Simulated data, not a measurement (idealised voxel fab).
This is a process module. Its name is voxel released beams.
Square cell edge 5 nm, section width 280 nm, ID cut.
Think of the cross-section as a grid of square cells. We describe it in bands, top to bottom, and each band covers one or more rows of those cells. Within each band entry, the heights of the top and of the bottom of the band appear first, in that order and in nm; the materials of the band then follow from left to right, each with its corresponding width in nm. The designation "all across" on a single material indicates that it fills the band from edge to edge; the designation "air" indicates empty space. Heights from 0 (as-received wafer is one material below). Bottom band endless downward, as "top 0, no bottom". Quick explanation for "30 to 40": the width changes in equal steps down the rows of cells, from the first number in the band's top row to the second number in its bottom row. "no modifications" after a step means that no cell of the cross-section changed. Each empty space that has no open way to the top and spans at least 8 cells appears under "Fully sealed cavities" as width x height at distance, the distance counted from the left edge, all in nm. after a step's settings: what the simulator itself notes on the step. overlay nm: on a step with a mask, how far right of its planned place the mask lay; negative means left.

**Intended process steps**
| 1 | RECEIVE [material Si] |
| 2 | CONFORMAL_DEP [material Al2O3] [thk nm 10] |
| 3 | DIRECTIONAL_DEP [material SiO2] [thk nm 15] |
| 4 | DIRECTIONAL_DEP [material aC] [thk nm 15] |
| 5 | PATTERN [tone open] [mask id ANCHOR] [material resist] [width nm 40] [thk nm 30] [overlay nm 0] |
| 6 | DIRECTIONAL_ETCH [etch materials aC] [depth nm 15] |
| 7 | STRIP [etch materials resist] |
| 8 | DIRECTIONAL_ETCH [etch materials SiO2] [depth nm 15] |
| 9 | STRIP [etch materials aC] |
| 10 | CONFORMAL_DEP [material SiN] [thk nm 15] |
| 11 | DIRECTIONAL_DEP [material aC] [thk nm 15] |
| 12 | PATTERN [tone cover] [mask id BEAM] [material resist] [width nm 100] [thk nm 35] [overlay nm 0] |
| 13 | DIRECTIONAL_ETCH [etch materials aC] [depth nm 15] |
| 14 | STRIP [etch materials resist] |
| 15 | DIRECTIONAL_ETCH [etch materials SiN] [depth nm 15] |
| 16 | STRIP [etch materials aC] |
| 17 | STRIP [etch materials SiO2] |
Heads up: all these wafers start the same, and what changes between them is the width nm in step 12. The value you see in the plan is just what the first wafer got.

**First of several wafers, received after step 1, in cross-section**
	top 0, no bottom = Si all across
	Fully sealed cavities: none

**Below: a row per wafer. Contents at end of module: for every material, cells gained since receipt (+) or lost since receipt (-); then closed voids**
width nm 100; +112 Al2O3; +78 SiN; Fully sealed cavities: none
width nm 105; +112 Al2O3; +81 SiN; Fully sealed cavities: none
width nm 110; +112 Al2O3; +84 SiN; Fully sealed cavities: none
width nm 115; +112 Al2O3; +87 SiN; Fully sealed cavities: none
width nm 120; +112 Al2O3; +90 SiN; Fully sealed cavities: none
width nm 125; +112 Al2O3; +93 SiN; Fully sealed cavities: none
